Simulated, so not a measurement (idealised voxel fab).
process module | voxel trench capacitor
cross-section cut | 200 nm wide | cells 5 nm
A cross-section is a grid of square cells, given in bands from the top down. A band is one or more rows of cells.
Each band's line starts with the height of the band's top and of its bottom, in nm. Then come its materials from left to right, each with its width in nm. One material with "throughout" fills the band from edge to edge. "air" is empty space.
Height 0 is the level under which the wafer as received is all one material. The lowest band goes on downwards, as in "0 down".
A width such as "30 to 40" changes by the same amount from each row of cells to the next, from the band's top row to its bottom row.
"no change" after a step means that no cell of the cross-section changed.
closed voids: empty space of 8 cells or more with no open way to the top, each as width x height at its distance from the left edge, in nm
after a step's settings: what the simulator itself notes on the step
overlay nm, on a step with a mask: how far to the right of its planned place the mask lay; to the left if negative
plan
1 op RECEIVE | material Si
2 op CONFORMAL_DEP | material SiN | thk nm 5
3 op PATTERN | tone open | mask id TRENCH | material resist | width nm 30 | pitch nm 45 | thk nm 15 | overlay nm 0
4 op DIRECTIONAL_ETCH | etch materials SiN | depth nm 5
5 op DIRECTIONAL_ETCH | etch materials Si | depth nm 35
6 op STRIP | etch materials resist
7 op CONFORMAL_DEP | material Al2O3 | thk nm 5
8 op CONFORMAL_DEP | material TiN | thk nm 5
9 op FILL_DEP | material W | thk nm 5
10 op CMP | height nm 5
as received, after step 1
  0 down: Si throughout
  closed voids: none
a wafer at the end: this start, this plan, one mistake
  5 to 0: SiN 60 | TiN 5 | Al2O3 5 | W 10 | Al2O3 5 | TiN 5 | SiN 15 | TiN 5 | Al2O3 5 | W 10 | Al2O3 5 | TiN 5 | SiN 65
  0 to -25: Si 60 | TiN 5 | Al2O3 5 | W 10 | Al2O3 5 | TiN 5 | Si 15 | TiN 5 | Al2O3 5 | W 10 | Al2O3 5 | TiN 5 | Si 65
  -25 to -30: Si 60 | TiN 5 | Al2O3 20 | TiN 5 | Si 15 | TiN 5 | Al2O3 20 | TiN 5 | Si 65
  -30 to -35: Si 60 | TiN 30 | Si 15 | TiN 30 | Si 65
  -35 down: Si throughout
  closed voids: none
what went wrong: steps 7 and 8 were swapped
